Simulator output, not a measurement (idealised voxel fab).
Process module heading - voxel ribs on slabs
Each square cell in cross-section cut measures 5 nm, and the section as a whole is 275 nm wide.
Heads up, the way a cross-section reads in here is a grid of square cells, handed over as bands from the top down, with every band being one or more rows of cells.
Band: top height; bottom height; in nm. Then, left to right: material with width in nm, for each material. "full width": a single material spanning edge to edge. "empty": empty space.
Convention: height 0 is the level below which the wafer, as received, is all one material. The lowest band does not terminate at the bottom but continues downward, represented as "0 down".
A width given as "30->40" starts at the first number in the band's top row and ends at the second number in its bottom row, shifting by an equal amount at every step from row to row.
When a step is marked "nothing got changed", none of the cells in the cross-section changed during that step.
For the entry "Sealed void inventory", the listed items are empty spaces with no open way to the top whose size is 8 cells or more; each item follows the pattern width x height at distance, where distance is from the left edge and all three are in nm.
Where a step's line continues beyond its settings, the continuation is a remark by the simulator itself on that step.
overlay nm: mask offset rightward from planned place, masked step; negative means leftward offset.

**Process steps (planned)**
step 1: op RECEIVE | material Si
step 2: op DIRECTIONAL_DEP | material SiO2 | thk nm 20
step 3: op DIRECTIONAL_DEP | material polySi | thk nm 15
step 4: op MASKED_ETCH | tone cover | mask id RIB | width nm 15 | etch materials polySi | depth nm 5 | overlay nm 0
step 5: op PATTERN | tone cover | mask id SLAB | material resist | width nm 45 | thk nm 20 | overlay nm 0
step 6: op DIRECTIONAL_ETCH | etch materials polySi | depth nm 10
step 7: op STRIP | etch materials resist
step 8: op FILL_DEP | material SiO2 | thk nm 25
step 9: op CMP | height nm 45
step 10: op DIRECTIONAL_DEP | material W | thk nm 10
step 11: op MASKED_ETCH | tone cover | mask id HEATER | width nm 25 | etch materials W | depth nm 10 | overlay nm 0
step 12: op CONFORMAL_DEP | material SiO2 | thk nm 5
Where the wafers of this document differ is in the height nm of step 9; they start out the same, and the plan states the value that applied to the first wafer.

**Step 1 complete: as-received cross-section of the first of several wafers**
	0 down | Si full width
	Sealed void inventory: none

**After the module's final step, step 12: the first of several wafers in cross-section**
	60 to 55 | empty=120, SiO2=35, empty=120
	55 to 50 | empty=120, SiO2=5, W=25, SiO2=5, empty=120
	50 to 45 | SiO2=125, W=25, SiO2=125
	45 to 35 | SiO2 full width
	35 to 30 | SiO2=130, polySi=15, SiO2=130
	30 to 20 | SiO2=115, polySi=45, SiO2=115
	20 to 0 | SiO2 full width
	0 down | Si full width
	Sealed void inventory: none

**Cross-section of the last wafer at end of module**
	75 to 70 | empty=120, SiO2=35, empty=120
	70 to 65 | empty=120, SiO2=5, W=25, SiO2=5, empty=120
	65 to 60 | SiO2=125, W=25, SiO2=125
	60 to 35 | SiO2 full width
	35 to 30 | SiO2=130, polySi=15, SiO2=130
	30 to 20 | SiO2=115, polySi=45, SiO2=115
	20 to 0 | SiO2 full width
	0 down | Si full width
	Sealed void inventory: none

**Take any row and you have a wafer at the end of the module: how many cells of each material it has gained (+) or lost (-) since it was received, and then its closed voids**
height nm 45 | +533 SiO2 | +10 W | +21 polySi | Sealed void inventory: none
height nm 50 | +588 SiO2 | +10 W | +21 polySi | Sealed void inventory: none
height nm 55 | +643 SiO2 | +10 W | +21 polySi | Sealed void inventory: none
height nm 60 | +698 SiO2 | +10 W | +21 polySi | Sealed void inventory: none
